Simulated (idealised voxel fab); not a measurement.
Module name: voxel ribs on slabs (process module)
The cross-section on display is named cut; it measures 150 nm wide, and its cells are 5 nm squares.
In what follows, cross-sections appear as grids of square cells, described through bands that run from the top down, where every band is one or more rows of cells.
A band entry consists of two parts. The first gives the height of the band's top and the height of its bottom, in nm. The rest lists the band's materials from left to right, each with its width in nm. A single material labelled with the word "throughout" fills the band from edge to edge, and the word "blank" marks empty space.
For the purposes of this specification, 0 denotes the height below which the wafer in its as-received condition is composed wholly of one material, and the lowermost band, lacking a lower limit, extends downward without end, as expressed in "0 -> down".
With a width like "30->40", each row of cells in the band differs from the next by the same amount, the top row carrying the first number and the bottom row the second.
What does "remained unchanged" mean for a step? It means no cell of the cross-section changed in that step.
What "Encapsulated voids" gives you is every empty space of 8 cells or more that is cut off from the top. Each appears as width x height at distance, with the distance taken from the left edge and width, height and distance all in nm.
Post-settings text on a step line: simulator's own remark regarding the step.
"overlay nm", when on a step's line for a step with a mask, measures how far to the right of its planned place the mask lay; a negative measure means to the left.
Pairs follow: section before one process step, section after it down to the lowest changed band, step with settings underneath. Pairs may come from different runs of this module on the same starting wafer; continuity with the pair above only as stated in the "Pre-step cross-section" entry.
**Pre-step cross-section**
* 0 -> down  Si throughout
* Encapsulated voids: none
**Cut View, Post-Step**
* 20 -> 0  SiO2 throughout
* No changes below 0.
* Encapsulated voids: none
Step, before to after (see cross-sections above): DIRECTIONAL_DEP, material SiO2, thk nm 20
Pre-step cross-section: per the after cross-section of the pair just above.
**Cut View, Post-Step**
* 45 -> 20  SiN throughout
* No changes below 20.
* Encapsulated voids: none
Step, before to after (see cross-sections above): DIRECTIONAL_DEP, material SiN, thk nm 25
Pre-step cross-section: per the after cross-section of the pair just above.
**Cut View, Post-Step**
* 45 -> 30  blank=60; SiN=25; blank=65
* No changes below 30.
* Encapsulated voids: none
Step, before to after (see cross-sections above): MASKED_ETCH, tone cover, mask id RIB, width nm 25, etch materials SiN, depth nm 15, overlay nm 0
Pre-step cross-section: per the after cross-section of the pair just above.
**Cut View, Post-Step**
* 45 -> 30  blank=60; SiN=25; blank=65
* 30 -> 20  blank=35; SiN=75; blank=40
* No changes below 20.
* Encapsulated voids: none
Step, before to after (see cross-sections above): MASKED_ETCH, tone cover, mask id SLAB, width nm 75, etch materials SiN, depth nm 10, overlay nm 0
Pre-step cross-section: per the after cross-section of the pair just above.
**Cut View, Post-Step**
* 60 -> 45  SiO2 throughout
* 45 -> 30  SiO2=60; SiN=25; SiO2=65
* 30 -> 20  SiO2=35; SiN=75; SiO2=40
* No changes below 20.
* Encapsulated voids: none
Step, before to after (see cross-sections above): FILL_DEP, material SiO2, thk nm 15
Pre-step cross-section: per the after cross-section of the pair just above.
**Cut View, Post-Step**
* 55 -> 45  SiO2 throughout
* No changes below 45.
* Encapsulated voids: none
Step, before to after (see cross-sections above): CMP, height nm 55
Pre-step cross-section: per the after cross-section of the pair just above.
**Cut View, Post-Step**
* 65 -> 55  W throughout
* No changes below 55.
* Encapsulated voids: none
Step, before to after (see cross-sections above): DIRECTIONAL_DEP, material W, thk nm 10
Pre-step cross-section: per the after cross-section of the pair just above.
**Cut View, Post-Step**
* 80 -> 65  aC throughout
* No changes below 65.
* Encapsulated voids: none
Step, before to after (see cross-sections above): DIRECTIONAL_DEP, material aC, thk nm 15
Pre-step cross-section: per the after cross-section of the pair just above.
**Cut View, Post-Step**
* 110 -> 80  blank=55; resist=35; blank=60
* No changes below 80.
* Encapsulated voids: none
Step, before to after (see cross-sections above): PATTERN, tone cover, mask id HEATER, material resist, width nm 35, thk nm 30, overlay nm 0
Pre-step cross-section: per the after cross-section of the pair just above.
**Cut View, Post-Step**
* 95 -> 80  blank=55; resist=35; blank=60
* 80 -> 65  blank=55; aC=35; blank=60
* No changes below 65.
* Encapsulated voids: none
Step, before to after (see cross-sections above): DIRECTIONAL_ETCH, etch materials aC, depth nm 15
Pre-step cross-section: per the after cross-section of the pair just above.
**Cut View, Post-Step**
* 80 -> 65  blank=55; aC=35; blank=60
* No changes below 65.
* Encapsulated voids: none
Step, before to after (see cross-sections above): STRIP, etch materials resist
Pre-step cross-section: per the after cross-section of the pair just above.
**Cut View, Post-Step**
* 80 -> 65  blank=55; aC=35; blank=60
* 65 -> 55  blank=55; W=35; blank=60
* No changes below 55.
* Encapsulated voids: none
Step, before to after (see cross-sections above): DIRECTIONAL_ETCH, etch materials W, depth nm 10
Pre-step cross-section: per the after cross-section of the pair just above.
**Cut View, Post-Step**
* 65 -> 55  blank=55; W=35; blank=60
* No changes below 55.
* Encapsulated voids: none
Step, before to after (see cross-sections above): STRIP, etch materials aC
Pre-step cross-section: per the after cross-section of the pair just above.
**Cut View, Post-Step**
* 70 -> 65  blank=50; SiO2=45; blank=55
* 65 -> 60  blank=50; SiO2=5; W=35; SiO2=5; blank=55
* 60 -> 55  SiO2=55; W=35; SiO2=60
* No changes below 55.
* Encapsulated voids: none
Step, before to after (see cross-sections above): CONFORMAL_DEP, material SiO2, thk nm 5
**Pre-step cross-section**
* 45 -> 20  SiN throughout
* 20 -> 0  SiO2 throughout
* 0 -> down  Si throughout
* Encapsulated voids: none
**Cut View, Post-Step**
* 70 -> 20  SiN throughout
* No changes below 20.
* Encapsulated voids: none
Step, before to after (see cross-sections above): DIRECTIONAL_DEP, material SiN, thk nm 25
Pre-step cross-section: per the after cross-section of the pair just above.
**Cut View, Post-Step**
* 70 -> 55  blank=60; SiN=25; blank=65
* No changes below 55.
* Encapsulated voids: none
Step, before to after (see cross-sections above): MASKED_ETCH, tone cover, mask id RIB, width nm 25, etch materials SiN, depth nm 15, overlay nm 0
Pre-step cross-section: per the after cross-section of the pair just above.
**Cut View, Post-Step**
* 70 -> 55  blank=60; SiN=25; blank=65
* 55 -> 45  blank=35; SiN=75; blank=40
* No changes below 45.
* Encapsulated voids: none
Step, before to after (see cross-sections above): MASKED_ETCH, tone cover, mask id SLAB, width nm 75, etch materials SiN, depth nm 10, overlay nm 0
Pre-step cross-section: per the after cross-section of the pair just above.
**Cut View, Post-Step**
* 85 -> 70  SiO2 throughout
* 70 -> 55  SiO2=60; SiN=25; SiO2=65
* 55 -> 45  SiO2=35; SiN=75; SiO2=40
* No changes below 45.
* Encapsulated voids: none
Step, before to after (see cross-sections above): FILL_DEP, material SiO2, thk nm 15
Pre-step cross-section: per the after cross-section of the pair just above.
**Cut View, Post-Step**
* 55 -> 45  SiO2=35; SiN=75; SiO2=40
* No changes below 45.
* Encapsulated voids: none
Step, before to after (see cross-sections above): CMP, height nm 55
Pre-step cross-section: per the after cross-section of the pair just above.
**Cut View, Post-Step**
* 65 -> 55  W throughout
* No changes below 55.
* Encapsulated voids: none
Step, before to after (see cross-sections above): DIRECTIONAL_DEP, material W, thk nm 10
Pre-step cross-section: per the after cross-section of the pair just above.
**Cut View, Post-Step**
* 80 -> 65  aC throughout
* No changes below 65.
* Encapsulated voids: none
Step, before to after (see cross-sections above): DIRECTIONAL_DEP, material aC, thk nm 15
Pre-step cross-section: per the after cross-section of the pair just above.
**Cut View, Post-Step**
* 110 -> 80  blank=55; resist=35; blank=60
* No changes below 80.
* Encapsulated voids: none
Step, before to after (see cross-sections above): PATTERN, tone cover, mask id HEATER, material resist, width nm 35, thk nm 30, overlay nm 0
Pre-step cross-section: per the after cross-section of the pair just above.
**Cut View, Post-Step**
* 95 -> 80  blank=55; resist=35; blank=60
* 80 -> 65  blank=55; aC=35; blank=60
* No changes below 65.
* Encapsulated voids: none
Step, before to after (see cross-sections above): DIRECTIONAL_ETCH, etch materials aC, depth nm 15
Pre-step cross-section: per the after cross-section of the pair just above.
**Cut View, Post-Step**
* 80 -> 65  blank=55; aC=35; blank=60
* No changes below 65.
* Encapsulated voids: none
Step, before to after (see cross-sections above): STRIP, etch materials resist
Pre-step cross-section: per the after cross-section of the pair just above.
**Cut View, Post-Step**
* 80 -> 65  blank=55; aC=35; blank=60
* 65 -> 55  blank=55; W=35; blank=60
* No changes below 55.
* Encapsulated voids: none
Step, before to after (see cross-sections above): DIRECTIONAL_ETCH, etch materials W, depth nm 10
Pre-step cross-section: per the after cross-section of the pair just above.
**Cut View, Post-Step**
* 65 -> 55  blank=55; W=35; blank=60
* No changes below 55.
* Encapsulated voids: none
Step, before to after (see cross-sections above): STRIP, etch materials aC
Pre-step cross-section: per the after cross-section of the pair just above.
**Cut View, Post-Step**
* 70 -> 65  blank=50; SiO2=45; blank=55
* 65 -> 60  blank=50; SiO2=5; W=35; SiO2=5; blank=55
* 60 -> 55  SiO2=55; W=35; SiO2=60
* No changes below 55.
* Encapsulated voids: none
Step, before to after (see cross-sections above): CONFORMAL_DEP, material SiO2, thk nm 5
**Pre-step cross-section**
* 0 -> down  Si throughout
* Encapsulated voids: none
**Cut View, Post-Step**
* 25 -> 0  SiN throughout
* No changes below 0.
* Encapsulated voids: none
Step, before to after (see cross-sections above): DIRECTIONAL_DEP, material SiN, thk nm 25
Pre-step cross-section: per the after cross-section of the pair just above.
**Cut View, Post-Step**
* 45 -> 25  SiO2 throughout
* No changes below 25.
* Encapsulated voids: none
Step, before to after (see cross-sections above): DIRECTIONAL_DEP, material SiO2, thk nm 20
Pre-step cross-section: per the after cross-section of the pair just above.
**Cut View, Post-Step**
* 60 -> 25  SiO2 throughout
* No changes below 25.
* Encapsulated voids: none
Step, before to after (see cross-sections above): FILL_DEP, material SiO2, thk nm 15
Pre-step cross-section: per the after cross-section of the pair just above.
**Cut View, Post-Step**
* 55 -> 25  SiO2 throughout
* No changes below 25.
* Encapsulated voids: none
Step, before to after (see cross-sections above): CMP, height nm 55
Pre-step cross-section: per the after cross-section of the pair just above.
**Cut View, Post-Step**
* 65 -> 55  W throughout
* No changes below 55.
* Encapsulated voids: none
Step, before to after (see cross-sections above): DIRECTIONAL_DEP, material W, thk nm 10
Pre-step cross-section: per the after cross-section of the pair just above.
**Cut View, Post-Step**
* 80 -> 65  aC throughout
* No changes below 65.
* Encapsulated voids: none
Step, before to after (see cross-sections above): DIRECTIONAL_DEP, material aC, thk nm 15
Pre-step cross-section: per the after cross-section of the pair just above.
**Cut View, Post-Step**
* 110 -> 80  blank=55; resist=35; blank=60
* No changes below 80.
* Encapsulated voids: none
Step, before to after (see cross-sections above): PATTERN, tone cover, mask id HEATER, material resist, width nm 35, thk nm 30, overlay nm 0
Pre-step cross-section: per the after cross-section of the pair just above.
**Cut View, Post-Step**
* 95 -> 80  blank=55; resist=35; blank=60
* 80 -> 65  blank=55; aC=35; blank=60
* No changes below 65.
* Encapsulated voids: none
Step, before to after (see cross-sections above): DIRECTIONAL_ETCH, etch materials aC, depth nm 15
Pre-step cross-section: per the after cross-section of the pair just above.
**Cut View, Post-Step**
* 80 -> 65  blank=55; aC=35; blank=60
* No changes below 65.
* Encapsulated voids: none
Step, before to after (see cross-sections above): STRIP, etch materials resist
Pre-step cross-section: per the after cross-section of the pair just above.
**Cut View, Post-Step**
* 80 -> 65  blank=55; aC=35; blank=60
* 65 -> 55  blank=55; W=35; blank=60
* No changes below 55.
* Encapsulated voids: none
Step, before to after (see cross-sections above): DIRECTIONAL_ETCH, etch materials W, depth nm 10
Pre-step cross-section: per the after cross-section of the pair just above.
**Cut View, Post-Step**
* 65 -> 55  blank=55; W=35; blank=60
* No changes below 55.
* Encapsulated voids: none
Step, before to after (see cross-sections above): STRIP, etch materials aC
Pre-step cross-section: per the after cross-section of the pair just above.
**Cut View, Post-Step**
* 70 -> 65  blank=50; SiO2=45; blank=55
* 65 -> 60  blank=50; SiO2=5; W=35; SiO2=5; blank=55
* 60 -> 55  SiO2=55; W=35; SiO2=60
* No changes below 55.
* Encapsulated voids: none
Step, before to after (see cross-sections above): CONFORMAL_DEP, material SiO2, thk nm 5
**Pre-step cross-section**
* 45 -> 20  SiN throughout
* 20 -> 0  SiO2 throughout
* 0 -> down  Si throughout
* Encapsulated voids: none
**Cut View, Post-Step**
* 45 -> 35  blank=60; SiN=25; blank=65
* No changes below 35.
* Encapsulated voids: none
Step, before to after (see cross-sections above): MASKED_ETCH, tone cover, mask id RIB, width nm 25, etch materials SiN, depth nm 10, overlay nm 0
Pre-step cross-section: per the after cross-section of the pair just above.
**Cut View, Post-Step**
* 45 -> 35  blank=60; SiN=25; blank=65
* 35 -> 25  blank=35; SiN=75; blank=40
* No changes below 25.
* Encapsulated voids: none
Step, before to after (see cross-sections above): MASKED_ETCH, tone cover, mask id SLAB, width nm 75, etch materials SiN, depth nm 10, overlay nm 0
Pre-step cross-section: per the after cross-section of the pair just above.
**Cut View, Post-Step**
* 60 -> 45  SiO2 throughout
* 45 -> 35  SiO2=60; SiN=25; SiO2=65
* 35 -> 25  SiO2=35; SiN=75; SiO2=40
* No changes below 25.
* Encapsulated voids: none
Step, before to after (see cross-sections above): FILL_DEP, material SiO2, thk nm 15
Pre-step cross-section: per the after cross-section of the pair just above.
**Cut View, Post-Step**
* 55 -> 45  SiO2 throughout
* No changes below 45.
* Encapsulated voids: none
Step, before to after (see cross-sections above): CMP, height nm 55
Pre-step cross-section: per the after cross-section of the pair just above.
**Cut View, Post-Step**
* 65 -> 55  W throughout
* No changes below 55.
* Encapsulated voids: none
Step, before to after (see cross-sections above): DIRECTIONAL_DEP, material W, thk nm 10
Pre-step cross-section: per the after cross-section of the pair just above.
**Cut View, Post-Step**
* 80 -> 65  aC throughout
* No changes below 65.
* Encapsulated voids: none
Step, before to after (see cross-sections above): DIRECTIONAL_DEP, material aC, thk nm 15
Pre-step cross-section: per the after cross-section of the pair just above.
**Cut View, Post-Step**
* 110 -> 80  blank=55; resist=35; blank=60
* No changes below 80.
* Encapsulated voids: none
Step, before to after (see cross-sections above): PATTERN, tone cover, mask id HEATER, material resist, width nm 35, thk nm 30, overlay nm 0
Pre-step cross-section: per the after cross-section of the pair just above.
**Cut View, Post-Step**
* 95 -> 80  blank=55; resist=35; blank=60
* 80 -> 65  blank=55; aC=35; blank=60
* No changes below 65.
* Encapsulated voids: none
Step, before to after (see cross-sections above): DIRECTIONAL_ETCH, etch materials aC, depth nm 15
Pre-step cross-section: per the after cross-section of the pair just above.
**Cut View, Post-Step**
* 80 -> 65  blank=55; aC=35; blank=60
* No changes below 65.
* Encapsulated voids: none
Step, before to after (see cross-sections above): STRIP, etch materials resist
Pre-step cross-section: per the after cross-section of the pair just above.
**Cut View, Post-Step**
* 80 -> 65  blank=55; aC=35; blank=60
* 65 -> 55  blank=55; W=35; blank=60
* No changes below 55.
* Encapsulated voids: none
Step, before to after (see cross-sections above): DIRECTIONAL_ETCH, etch materials W, depth nm 10
Pre-step cross-section: per the after cross-section of the pair just above.
**Cut View, Post-Step**
* 65 -> 55  blank=55; W=35; blank=60
* No changes below 55.
* Encapsulated voids: none
Step, before to after (see cross-sections above): STRIP, etch materials aC
Pre-step cross-section: per the after cross-section of the pair just above.
**Cut View, Post-Step**
* 70 -> 65  blank=50; SiO2=45; blank=55
* 65 -> 60  blank=50; SiO2=5; W=35; SiO2=5; blank=55
* 60 -> 55  SiO2=55; W=35; SiO2=60
* No changes below 55.
* Encapsulated voids: none
Step, before to after (see cross-sections above): CONFORMAL_DEP, material SiO2, thk nm 5
**Pre-step cross-section**
* 45 -> 20  SiN throughout
* 20 -> 0  SiO2 throughout
* 0 -> down  Si throughout
* Encapsulated voids: none
**Cut View, Post-Step**
* 45 -> 30  blank=60; SiN=30; blank=60
* No changes below 30.
* Encapsulated voids: none
Step, before to after (see cross-sections above): MASKED_ETCH, tone cover, mask id RIB, width nm 30, etch materials SiN, depth nm 15, overlay nm 0
Pre-step cross-section: per the after cross-section of the pair just above.
**Cut View, Post-Step**
* 45 -> 30  blank=60; SiN=30; blank=60
* 30 -> 20  blank=35; SiN=75; blank=40
* No changes below 20.
* Encapsulated voids: none
Step, before to after (see cross-sections above): MASKED_ETCH, tone cover, mask id SLAB, width nm 75, etch materials SiN, depth nm 10, overlay nm 0
Pre-step cross-section: per the after cross-section of the pair just above.
**Cut View, Post-Step**
* 60 -> 45  SiO2 throughout
* 45 -> 30  SiO2=60; SiN=30; SiO2=60
* 30 -> 20  SiO2=35; SiN=75; SiO2=40
* No changes below 20.
* Encapsulated voids: none
Step, before to after (see cross-sections above): FILL_DEP, material SiO2, thk nm 15
Pre-step cross-section: per the after cross-section of the pair just above.
**Cut View, Post-Step**
* 55 -> 45  SiO2 throughout
* No changes below 45.
* Encapsulated voids: none
Step, before to after (see cross-sections above): CMP, height nm 55
Pre-step cross-section: per the after cross-section of the pair just above.
**Cut View, Post-Step**
* 65 -> 55  W throughout
* No changes below 55.
* Encapsulated voids: none
Step, before to after (see cross-sections above): DIRECTIONAL_DEP, material W, thk nm 10
Pre-step cross-section: per the after cross-section of the pair just above.
**Cut View, Post-Step**
* 80 -> 65  aC throughout
* No changes below 65.
* Encapsulated voids: none
Step, before to after (see cross-sections above): DIRECTIONAL_DEP, material aC, thk nm 15
Pre-step cross-section: per the after cross-section of the pair just above.
**Cut View, Post-Step**
* 110 -> 80  blank=55; resist=35; blank=60
* No changes below 80.
* Encapsulated voids: none
Step, before to after (see cross-sections above): PATTERN, tone cover, mask id HEATER, material resist, width nm 35, thk nm 30, overlay nm 0
Pre-step cross-section: per the after cross-section of the pair just above.
**Cut View, Post-Step**
* 95 -> 80  blank=55; resist=35; blank=60
* 80 -> 65  blank=55; aC=35; blank=60
* No changes below 65.
* Encapsulated voids: none
Step, before to after (see cross-sections above): DIRECTIONAL_ETCH, etch materials aC, depth nm 15
Pre-step cross-section: per the after cross-section of the pair just above.
**Cut View, Post-Step**
* 80 -> 65  blank=55; aC=35; blank=60
* No changes below 65.
* Encapsulated voids: none
Step, before to after (see cross-sections above): STRIP, etch materials resist
Pre-step cross-section: per the after cross-section of the pair just above.
**Cut View, Post-Step**
* 80 -> 65  blank=55; aC=35; blank=60
* 65 -> 55  blank=55; W=35; blank=60
* No changes below 55.
* Encapsulated voids: none
Step, before to after (see cross-sections above): DIRECTIONAL_ETCH, etch materials W, depth nm 10
Pre-step cross-section: per the after cross-section of the pair just above.
**Cut View, Post-Step**
* 65 -> 55  blank=55; W=35; blank=60
* No changes below 55.
* Encapsulated voids: none
Step, before to after (see cross-sections above): STRIP, etch materials aC
Pre-step cross-section: per the after cross-section of the pair just above.
**Cut View, Post-Step**
* 70 -> 65  blank=50; SiO2=45; blank=55
* 65 -> 60  blank=50; SiO2=5; W=35; SiO2=5; blank=55
* 60 -> 55  SiO2=55; W=35; SiO2=60
* No changes below 55.
* Encapsulated voids: none
Step, before to after (see cross-sections above): CONFORMAL_DEP, material SiO2, thk nm 5
**Pre-step cross-section**
* 45 -> 30  blank=60; SiN=25; blank=65
* 30 -> 20  SiN throughout
* 20 -> 0  SiO2 throughout
* 0 -> down  Si throughout
* Encapsulated voids: none
**Cut View, Post-Step**
* 45 -> 30  blank=60; SiN=25; blank=65
* 30 -> 20  blank=45; SiN=75; blank=30
* No changes below 20.
* Encapsulated voids: none
Step, before to after (see cross-sections above): MASKED_ETCH, tone cover, mask id SLAB, width nm 75, etch materials SiN, depth nm 10, overlay nm 10
Pre-step cross-section: per the after cross-section of the pair just above.
**Cut View, Post-Step**
* 60 -> 45  SiO2 throughout
* 45 -> 30  SiO2=60; SiN=25; SiO2=65
* 30 -> 20  SiO2=45; SiN=75; SiO2=30
* No changes below 20.
* Encapsulated voids: none
Step, before to after (see cross-sections above): FILL_DEP, material SiO2, thk nm 15
Pre-step cross-section: per the after cross-section of the pair just above.
**Cut View, Post-Step**
* 55 -> 45  SiO2 throughout
* No changes below 45.
* Encapsulated voids: none
Step, before to after (see cross-sections above): CMP, height nm 55
Pre-step cross-section: per the after cross-section of the pair just above.
**Cut View, Post-Step**
* 65 -> 55  W throughout
* No changes below 55.
* Encapsulated voids: none
Step, before to after (see cross-sections above): DIRECTIONAL_DEP, material W, thk nm 10
Pre-step cross-section: per the after cross-section of the pair just above.
**Cut View, Post-Step**
* 80 -> 65  aC throughout
* No changes below 65.
* Encapsulated voids: none
Step, before to after (see cross-sections above): DIRECTIONAL_DEP, material aC, thk nm 15
Pre-step cross-section: per the after cross-section of the pair just above.
**Cut View, Post-Step**
* 110 -> 80  blank=55; resist=35; blank=60
* No changes below 80.
* Encapsulated voids: none
Step, before to after (see cross-sections above): PATTERN, tone cover, mask id HEATER, material resist, width nm 35, thk nm 30, overlay nm 0
Pre-step cross-section: per the after cross-section of the pair just above.
**Cut View, Post-Step**
* 95 -> 80  blank=55; resist=35; blank=60
* 80 -> 65  blank=55; aC=35; blank=60
* No changes below 65.
* Encapsulated voids: none
Step, before to after (see cross-sections above): DIRECTIONAL_ETCH, etch materials aC, depth nm 15
Pre-step cross-section: per the after cross-section of the pair just above.
**Cut View, Post-Step**
* 80 -> 65  blank=55; aC=35; blank=60
* No changes below 65.
* Encapsulated voids: none
Step, before to after (see cross-sections above): STRIP, etch materials resist
Pre-step cross-section: per the after cross-section of the pair just above.
**Cut View, Post-Step**
* 80 -> 65  blank=55; aC=35; blank=60
* 65 -> 55  blank=55; W=35; blank=60
* No changes below 55.
* Encapsulated voids: none
Step, before to after (see cross-sections above): DIRECTIONAL_ETCH, etch materials W, depth nm 10
Pre-step cross-section: per the after cross-section of the pair just above.
**Cut View, Post-Step**
* 65 -> 55  blank=55; W=35; blank=60
* No changes below 55.
* Encapsulated voids: none
Step, before to after (see cross-sections above): STRIP, etch materials aC
Pre-step cross-section: per the after cross-section of the pair just above.
**Cut View, Post-Step**
* 70 -> 65  blank=50; SiO2=45; blank=55
* 65 -> 60  blank=50; SiO2=5; W=35; SiO2=5; blank=55
* 60 -> 55  SiO2=55; W=35; SiO2=60
* No changes below 55.
* Encapsulated voids: none
Step, before to after (see cross-sections above): CONFORMAL_DEP, material SiO2, thk nm 5
**Pre-step cross-section**
* 0 -> down  Si throughout
* Encapsulated voids: none
**Cut View, Post-Step**
* 20 -> 0  W throughout
* No changes below 0.
* Encapsulated voids: none
Step, before to after (see cross-sections above): DIRECTIONAL_DEP, material W, thk nm 20
Pre-step cross-section: per the after cross-section of the pair just above.
**Cut View, Post-Step**
* 45 -> 20  SiN throughout
* No changes below 20.
* Encapsulated voids: none
Step, before to after (see cross-sections above): DIRECTIONAL_DEP, material SiN, thk nm 25
Pre-step cross-section: per the after cross-section of the pair just above.
**Cut View, Post-Step**
* 45 -> 30  blank=60; SiN=25; blank=65
* No changes below 30.
* Encapsulated voids: none
Step, before to after (see cross-sections above): MASKED_ETCH, tone cover, mask id RIB, width nm 25, etch materials SiN, depth nm 15, overlay nm 0
Pre-step cross-section: per the after cross-section of the pair just above.
**Cut View, Post-Step**
* 45 -> 30  blank=60; SiN=25; blank=65
* 30 -> 20  blank=35; SiN=75; blank=40
* No changes below 20.
* Encapsulated voids: none
Step, before to after (see cross-sections above): MASKED_ETCH, tone cover, mask id SLAB, width nm 75, etch materials SiN, depth nm 10, overlay nm 0
Pre-step cross-section: per the after cross-section of the pair just above.
**Cut View, Post-Step**
* 60 -> 45  SiO2 throughout
* 45 -> 30  SiO2=60; SiN=25; SiO2=65
* 30 -> 20  SiO2=35; SiN=75; SiO2=40
* No changes below 20.
* Encapsulated voids: none
Step, before to after (see cross-sections above): FILL_DEP, material SiO2, thk nm 15
Pre-step cross-section: per the after cross-section of the pair just above.
**Cut View, Post-Step**
* 55 -> 45  SiO2 throughout
* No changes below 45.
* Encapsulated voids: none
Step, before to after (see cross-sections above): CMP, height nm 55
Pre-step cross-section: per the after cross-section of the pair just above.
**Cut View, Post-Step**
* 65 -> 55  W throughout
* No changes below 55.
* Encapsulated voids: none
Step, before to after (see cross-sections above): DIRECTIONAL_DEP, material W, thk nm 10
Pre-step cross-section: per the after cross-section of the pair just above.
**Cut View, Post-Step**
* 80 -> 65  aC throughout
* No changes below 65.
* Encapsulated voids: none
Step, before to after (see cross-sections above): DIRECTIONAL_DEP, material aC, thk nm 15
Pre-step cross-section: per the after cross-section of the pair just above.
**Cut View, Post-Step**
* 110 -> 80  blank=55; resist=35; blank=60
* No changes below 80.
* Encapsulated voids: none
Step, before to after (see cross-sections above): PATTERN, tone cover, mask id HEATER, material resist, width nm 35, thk nm 30, overlay nm 0
Pre-step cross-section: per the after cross-section of the pair just above.
**Cut View, Post-Step**
* 95 -> 80  blank=55; resist=35; blank=60
* 80 -> 65  blank=55; aC=35; blank=60
* No changes below 65.
* Encapsulated voids: none
Step, before to after (see cross-sections above): DIRECTIONAL_ETCH, etch materials aC, depth nm 15
Pre-step cross-section: per the after cross-section of the pair just above.
**Cut View, Post-Step**
* 80 -> 65  blank=55; aC=35; blank=60
* No changes below 65.
* Encapsulated voids: none
Step, before to after (see cross-sections above): STRIP, etch materials resist
Pre-step cross-section: per the after cross-section of the pair just above.
**Cut View, Post-Step**
* 80 -> 65  blank=55; aC=35; blank=60
* 65 -> 55  blank=55; W=35; blank=60
* No changes below 55.
* Encapsulated voids: none
Step, before to after (see cross-sections above): DIRECTIONAL_ETCH, etch materials W, depth nm 10
Pre-step cross-section: per the after cross-section of the pair just above.
**Cut View, Post-Step**
* 65 -> 55  blank=55; W=35; blank=60
* No changes below 55.
* Encapsulated voids: none
Step, before to after (see cross-sections above): STRIP, etch materials aC
Pre-step cross-section: per the after cross-section of the pair just above.
**Cut View, Post-Step**
* 70 -> 65  blank=50; SiO2=45; blank=55
* 65 -> 60  blank=50; SiO2=5; W=35; SiO2=5; blank=55
* 60 -> 55  SiO2=55; W=35; SiO2=60
* No changes below 55.
* Encapsulated voids: none
Step, before to after (see cross-sections above): CONFORMAL_DEP, material SiO2, thk nm 5
**Pre-step cross-section**
* 80 -> 65  aC throughout
* 65 -> 55  W throughout
* 55 -> 45  SiO2 throughout
* 45 -> 30  SiO2=60; SiN=25; SiO2=65
* 30 -> 20  SiO2=35; SiN=75; SiO2=40
* 20 -> 0  SiO2 throughout
* 0 -> down  Si throughout
* Encapsulated voids: none
**Cut View, Post-Step**
* 110 -> 80  resist=55; blank=35; resist=60
* No changes below 80.
* Encapsulated voids: none
Step, before to after (see cross-sections above): PATTERN, tone open, mask id HEATER, material resist, width nm 35, thk nm 30, overlay nm 0
Pre-step cross-section: per the after cross-section of the pair just above.
**Cut View, Post-Step**
* 95 -> 80  resist=55; blank=35; resist=60
* 80 -> 65  aC=55; blank=35; aC=60
* No changes below 65.
* Encapsulated voids: none
Step, before to after (see cross-sections above): DIRECTIONAL_ETCH, etch materials aC, depth nm 15
Pre-step cross-section: per the after cross-section of the pair just above.
**Cut View, Post-Step**
* 80 -> 65  aC=55; blank=35; aC=60
* No changes below 65.
* Encapsulated voids: none
Step, before to after (see cross-sections above): STRIP, etch materials resist
Pre-step cross-section: per the after cross-section of the pair just above.
**Cut View, Post-Step**
* 80 -> 65  aC=55; blank=35; aC=60
* 65 -> 55  W=55; blank=35; W=60
* No changes below 55.
* Encapsulated voids: none
Step, before to after (see cross-sections above): DIRECTIONAL_ETCH, etch materials W, depth nm 10
Pre-step cross-section: per the after cross-section of the pair just above.
**Cut View, Post-Step**
* 65 -> 55  W=55; blank=35; W=60
* No changes below 55.
* Encapsulated voids: none
Step, before to after (see cross-sections above): STRIP, etch materials aC
Pre-step cross-section: per the after cross-section of the pair just above.
**Cut View, Post-Step**
* 70 -> 65  SiO2=60; blank=25; SiO2=65
* 65 -> 60  W=55; SiO2=5; blank=25; SiO2=5; W=60
* 60 -> 55  W=55; SiO2=35; W=60
* No changes below 55.
* Encapsulated voids: none
Step, before to after (see cross-sections above): CONFORMAL_DEP, material SiO2, thk nm 5
